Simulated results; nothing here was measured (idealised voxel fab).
Process module under the name voxel quadruple lines
For reference, the cross-section in this document is cut, with width 165 nm and square cells of 5 nm.
Think of the cross-section as a grid of square cells. We describe it in bands, top to bottom, and each band covers one or more rows of those cells. Per band: top height and bottom height in nm, followed by the left-to-right materials and their widths in nm; "edge to edge" marks a single material spanning edge to edge, "air" marks empty space. Measure heights from 0. That's the level where, below it, the as-received wafer is all one material. The lowest band is bottomless and extends downward; write it as in "top 0, no bottom". A width given as "30->40" starts at the first number in the band's top row and ends at the second number in its bottom row, shifting by an equal amount at every step from row to row. No cell of the cross-section changed in a step that is given as "identical to before". Empty spaces counting at least 8 cells and having no open way to the top are listed in "Voids, enclosed". The notation width x height at distance is used for each, the distance being from the left edge and all three values in nm. Read whatever lies past the settings on a step's line as the simulator's own remark about the step. "overlay nm" answers the question of how far to the right of plan the mask lay on a step that has a mask, and when it is negative the answer is to the left.
STEPS IN THE PROCESS PLAN
1) RECEIVE: material Si
2) CONFORMAL_DEP: material SiO2, thk nm 10
3) DIRECTIONAL_DEP: material Ru, thk nm 10
4) DIRECTIONAL_DEP: material polySi, thk nm 20
5) DIRECTIONAL_DEP: material aC, thk nm 25
6) PATTERN: tone cover, mask id MANDREL, material resist, width nm 25, thk nm 35, overlay nm 0
7) DIRECTIONAL_ETCH: etch materials aC, depth nm 25
8) STRIP: etch materials resist
9) CONFORMAL_DEP: material SiO2, thk nm 15
10) DIRECTIONAL_ETCH: etch materials SiO2, depth nm 15
11) STRIP: etch materials aC
12) DIRECTIONAL_ETCH: etch materials polySi, depth nm 20
13) STRIP: etch materials SiO2
14) CONFORMAL_DEP: material SiN, thk nm 5
15) DIRECTIONAL_ETCH: etch materials SiN, depth nm 5
16) STRIP: etch materials polySi
17) DIRECTIONAL_ETCH: etch materials Ru, depth nm 10
18) STRIP: etch materials SiN
19) FILL_DEP: material lowk, thk nm 10
20) CMP: height nm 20
THE FIRST OF A SET OF TWO WAFERS, RUN TO PLAN
INCOMING WAFER, CROSS-SECTIONAL VIEW, POST STEP 1
	top 0, no bottom = Si edge to edge
	Voids, enclosed: none
STATE OF THE WAFER AFTER STEP 2, SHOWN IN CROSS-SECTION
	top 10, bottom 0 = SiO2 edge to edge
	Nothing below the height 0 has changed.
STATE OF THE WAFER AFTER STEP 3, SHOWN IN CROSS-SECTION
	top 20, bottom 10 = Ru edge to edge
	Nothing below the height 10 has changed.
STATE OF THE WAFER AFTER STEP 4, SHOWN IN CROSS-SECTION
	top 40, bottom 20 = polySi edge to edge
	Nothing below the height 20 has changed.
STATE OF THE WAFER AFTER STEP 5, SHOWN IN CROSS-SECTION
	top 65, bottom 40 = aC edge to edge
	Nothing below the height 40 has changed.
STATE OF THE WAFER AFTER STEP 6, SHOWN IN CROSS-SECTION
	top 100, bottom 65 = 70 air, 25 resist, 70 air
	Nothing below the height 65 has changed.
STATE OF THE WAFER AFTER STEP 7, SHOWN IN CROSS-SECTION
	top 75, bottom 65 = 70 air, 25 resist, 70 air
	top 65, bottom 40 = 70 air, 25 aC, 70 air
	Nothing below the height 40 has changed.
STATE OF THE WAFER AFTER STEP 8, SHOWN IN CROSS-SECTION
	top 65, bottom 40 = 70 air, 25 aC, 70 air
	Nothing below the height 40 has changed.
STATE OF THE WAFER AFTER STEP 9, SHOWN IN CROSS-SECTION
	top 80, bottom 65 = 55 air, 55 SiO2, 55 air
	top 65, bottom 55 = 55 air, 15 SiO2, 25 aC, 15 SiO2, 55 air
	top 55, bottom 40 = 70 SiO2, 25 aC, 70 SiO2
	Nothing below the height 40 has changed.
STATE OF THE WAFER AFTER STEP 10, SHOWN IN CROSS-SECTION
	top 65, bottom 40 = 55 air, 15 SiO2, 25 aC, 15 SiO2, 55 air
	Nothing below the height 40 has changed.
STATE OF THE WAFER AFTER STEP 11, SHOWN IN CROSS-SECTION
	top 65, bottom 40 = 55 air, 15 SiO2, 25 air, 15 SiO2, 55 air
	Nothing below the height 40 has changed.
STATE OF THE WAFER AFTER STEP 12, SHOWN IN CROSS-SECTION
	top 65, bottom 40 = 55 air, 15 SiO2, 25 air, 15 SiO2, 55 air
	top 40, bottom 20 = 55 air, 15 polySi, 25 air, 15 polySi, 55 air
	Nothing below the height 20 has changed.
STATE OF THE WAFER AFTER STEP 13, SHOWN IN CROSS-SECTION
	top 40, bottom 20 = 55 air, 15 polySi, 25 air, 15 polySi, 55 air
	Nothing below the height 20 has changed.
STATE OF THE WAFER AFTER STEP 14, SHOWN IN CROSS-SECTION
	top 45, bottom 40 = 50 air, 25 SiN, 15 air, 25 SiN, 50 air
	top 40, bottom 25 = 50 air, 5 SiN, 15 polySi, 5 SiN, 15 air, 5 SiN, 15 polySi, 5 SiN, 50 air
	top 25, bottom 20 = 55 SiN, 15 polySi, 25 SiN, 15 polySi, 55 SiN
	Nothing below the height 20 has changed.
STATE OF THE WAFER AFTER STEP 15, SHOWN IN CROSS-SECTION
	top 40, bottom 20 = 50 air, 5 SiN, 15 polySi, 5 SiN, 15 air, 5 SiN, 15 polySi, 5 SiN, 50 air
	Nothing below the height 20 has changed.
STATE OF THE WAFER AFTER STEP 16, SHOWN IN CROSS-SECTION
	top 40, bottom 20 = 50 air, 5 SiN, 15 air, 5 SiN, 15 air, 5 SiN, 15 air, 5 SiN, 50 air
	Nothing below the height 20 has changed.
STATE OF THE WAFER AFTER STEP 17, SHOWN IN CROSS-SECTION
	top 40, bottom 20 = 50 air, 5 SiN, 15 air, 5 SiN, 15 air, 5 SiN, 15 air, 5 SiN, 50 air
	top 20, bottom 10 = 50 air, 5 Ru, 15 air, 5 Ru, 15 air, 5 Ru, 15 air, 5 Ru, 50 air
	Nothing below the height 10 has changed.
STATE OF THE WAFER AFTER STEP 18, SHOWN IN CROSS-SECTION
	top 20, bottom 10 = 50 air, 5 Ru, 15 air, 5 Ru, 15 air, 5 Ru, 15 air, 5 Ru, 50 air
	Nothing below the height 10 has changed.
STATE OF THE WAFER AFTER STEP 19, SHOWN IN CROSS-SECTION
	top 30, bottom 20 = lowk edge to edge
	top 20, bottom 10 = 50 lowk, 5 Ru, 15 lowk, 5 Ru, 15 lowk, 5 Ru, 15 lowk, 5 Ru, 50 lowk
	Nothing below the height 10 has changed.
STATE OF THE WAFER AFTER STEP 20, SHOWN IN CROSS-SECTION
	top 20, bottom 10 = 50 lowk, 5 Ru, 15 lowk, 5 Ru, 15 lowk, 5 Ru, 15 lowk, 5 Ru, 50 lowk
	Nothing below the height 10 has changed.
COMPANION WAFER, THE SECOND OF TWO: SAME BEGINNING, SAME INTENDED SEQUENCE, ONE MISTAKE IN CARRYING IT OUT; THROUGH STEP 1 INCLUSIVE IT TRACKS THE FIRST EXACTLY
What the second wafer looks like in cross-section when step 2 should have wrapped up: identical to before
WHAT THE SECOND WAFER LOOKS LIKE IN CROSS-SECTION WHEN STEP 3 SHOULD HAVE WRAPPED UP
	top 10, bottom 0 = Ru edge to edge
	Nothing below the height 0 has changed.
WHAT THE SECOND WAFER LOOKS LIKE IN CROSS-SECTION WHEN STEP 4 SHOULD HAVE WRAPPED UP
	top 30, bottom 10 = polySi edge to edge
	Nothing below the height 10 has changed.
WHAT THE SECOND WAFER LOOKS LIKE IN CROSS-SECTION WHEN STEP 5 SHOULD HAVE WRAPPED UP
	top 55, bottom 30 = aC edge to edge
	Nothing below the height 30 has changed.
WHAT THE SECOND WAFER LOOKS LIKE IN CROSS-SECTION WHEN STEP 6 SHOULD HAVE WRAPPED UP
	top 90, bottom 55 = 70 air, 25 resist, 70 air
	Nothing below the height 55 has changed.
WHAT THE SECOND WAFER LOOKS LIKE IN CROSS-SECTION WHEN STEP 7 SHOULD HAVE WRAPPED UP
	top 65, bottom 55 = 70 air, 25 resist, 70 air
	top 55, bottom 30 = 70 air, 25 aC, 70 air
	Nothing below the height 30 has changed.
WHAT THE SECOND WAFER LOOKS LIKE IN CROSS-SECTION WHEN STEP 8 SHOULD HAVE WRAPPED UP
	top 55, bottom 30 = 70 air, 25 aC, 70 air
	Nothing below the height 30 has changed.
WHAT THE SECOND WAFER LOOKS LIKE IN CROSS-SECTION WHEN STEP 9 SHOULD HAVE WRAPPED UP
	top 70, bottom 55 = 55 air, 55 SiO2, 55 air
	top 55, bottom 45 = 55 air, 15 SiO2, 25 aC, 15 SiO2, 55 air
	top 45, bottom 30 = 70 SiO2, 25 aC, 70 SiO2
	Nothing below the height 30 has changed.
WHAT THE SECOND WAFER LOOKS LIKE IN CROSS-SECTION WHEN STEP 10 SHOULD HAVE WRAPPED UP
	top 55, bottom 30 = 55 air, 15 SiO2, 25 aC, 15 SiO2, 55 air
	Nothing below the height 30 has changed.
WHAT THE SECOND WAFER LOOKS LIKE IN CROSS-SECTION WHEN STEP 11 SHOULD HAVE WRAPPED UP
	top 55, bottom 30 = 55 air, 15 SiO2, 25 air, 15 SiO2, 55 air
	Nothing below the height 30 has changed.
WHAT THE SECOND WAFER LOOKS LIKE IN CROSS-SECTION WHEN STEP 12 SHOULD HAVE WRAPPED UP
	top 55, bottom 30 = 55 air, 15 SiO2, 25 air, 15 SiO2, 55 air
	top 30, bottom 10 = 55 air, 15 polySi, 25 air, 15 polySi, 55 air
	Nothing below the height 10 has changed.
WHAT THE SECOND WAFER LOOKS LIKE IN CROSS-SECTION WHEN STEP 13 SHOULD HAVE WRAPPED UP
	top 30, bottom 10 = 55 air, 15 polySi, 25 air, 15 polySi, 55 air
	Nothing below the height 10 has changed.
WHAT THE SECOND WAFER LOOKS LIKE IN CROSS-SECTION WHEN STEP 14 SHOULD HAVE WRAPPED UP
	top 35, bottom 30 = 50 air, 25 SiN, 15 air, 25 SiN, 50 air
	top 30, bottom 15 = 50 air, 5 SiN, 15 polySi, 5 SiN, 15 air, 5 SiN, 15 polySi, 5 SiN, 50 air
	top 15, bottom 10 = 55 SiN, 15 polySi, 25 SiN, 15 polySi, 55 SiN
	Nothing below the height 10 has changed.
WHAT THE SECOND WAFER LOOKS LIKE IN CROSS-SECTION WHEN STEP 15 SHOULD HAVE WRAPPED UP
	top 30, bottom 10 = 50 air, 5 SiN, 15 polySi, 5 SiN, 15 air, 5 SiN, 15 polySi, 5 SiN, 50 air
	Nothing below the height 10 has changed.
WHAT THE SECOND WAFER LOOKS LIKE IN CROSS-SECTION WHEN STEP 16 SHOULD HAVE WRAPPED UP
	top 30, bottom 10 = 50 air, 5 SiN, 15 air, 5 SiN, 15 air, 5 SiN, 15 air, 5 SiN, 50 air
	Nothing below the height 10 has changed.
WHAT THE SECOND WAFER LOOKS LIKE IN CROSS-SECTION WHEN STEP 17 SHOULD HAVE WRAPPED UP
	top 30, bottom 10 = 50 air, 5 SiN, 15 air, 5 SiN, 15 air, 5 SiN, 15 air, 5 SiN, 50 air
	top 10, bottom 0 = 50 air, 5 Ru, 15 air, 5 Ru, 15 air, 5 Ru, 15 air, 5 Ru, 50 air
	Nothing below the height 0 has changed.
WHAT THE SECOND WAFER LOOKS LIKE IN CROSS-SECTION WHEN STEP 18 SHOULD HAVE WRAPPED UP
	top 10, bottom 0 = 50 air, 5 Ru, 15 air, 5 Ru, 15 air, 5 Ru, 15 air, 5 Ru, 50 air
	Nothing below the height 0 has changed.
WHAT THE SECOND WAFER LOOKS LIKE IN CROSS-SECTION WHEN STEP 19 SHOULD HAVE WRAPPED UP
	top 20, bottom 10 = lowk edge to edge
	top 10, bottom 0 = 50 lowk, 5 Ru, 15 lowk, 5 Ru, 15 lowk, 5 Ru, 15 lowk, 5 Ru, 50 lowk
	Nothing below the height 0 has changed.
What the second wafer looks like in cross-section when step 20 should have wrapped up: identical to before
What went wrong in running the wafer? step 2 was dropped from the plan's execution and never run
at the end the second wafer has, in cells: -66 SiO2 | +66 lowk
